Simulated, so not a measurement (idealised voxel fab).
process module | voxel ribs on slabs
cross-section cut | 250 nm wide | cells 5 nm
A cross-section is a grid of square cells, given in bands from the top down. A band is one or more rows of cells.
Each band's line starts with the height of the band's top and of its bottom, in nm. Then come its materials from left to right, each with its width in nm. One material with "throughout" fills the band from edge to edge. "air" is empty space.
Height 0 is the level under which the wafer as received is all one material. The lowest band goes on downwards, as in "0 down".
A width such as "30 to 40" changes by the same amount from each row of cells to the next, from the band's top row to its bottom row.
"no change" after a step means that no cell of the cross-section changed.
closed voids: empty space of 8 cells or more with no open way to the top, each as width x height at its distance from the left edge, in nm
after a step's settings: what the simulator itself notes on the step
overlay nm, on a step with a mask: how far to the right of its planned place the mask lay; to the left if negative
plan
1 op RECEIVE | material Si
2 op DIRECTIONAL_DEP | material SiO2 | thk nm 30
3 op DIRECTIONAL_DEP | material SiN | thk nm 15
4 op PATTERN | tone cover | mask id RIB | material resist | width nm 25 | thk nm 15 | overlay nm 0
5 op DIRECTIONAL_ETCH | etch materials SiN | depth nm 5
6 op STRIP | etch materials resist
7 op MASKED_ETCH | tone cover | mask id SLAB | width nm 75 | etch materials SiN | depth nm 10 | overlay nm 0
8 op FILL_DEP | material SiO2 | thk nm 25
9 op CMP | height nm 60
10 op DIRECTIONAL_DEP | material TiN | thk nm 10
11 op DIRECTIONAL_DEP | material aC | thk nm 10
12 op PATTERN | tone cover | mask id HEATER | material resist | width nm 35 | thk nm 30 | overlay nm 0
13 op DIRECTIONAL_ETCH | etch materials aC | depth nm 10
14 op STRIP | etch materials resist
15 op DIRECTIONAL_ETCH | etch materials TiN | depth nm 10
16 op STRIP | etch materials aC
17 op CONFORMAL_DEP | material SiN | thk nm 5
as received, after step 1
  0 down: Si throughout
  closed voids: none
a wafer at the end: this start, this plan, one mistake
  75 to 70: air 100 | SiN 45 | air 105
  70 to 65: air 100 | SiN 5 | TiN 35 | SiN 5 | air 105
  65 to 60: SiN 105 | TiN 35 | SiN 110
  60 to 30: SiN throughout
  30 to 0: SiO2 throughout
  0 down: Si throughout
  closed voids: none
what went wrong: step 8 ran as: op FILL_DEP | material SiN | thk nm 25
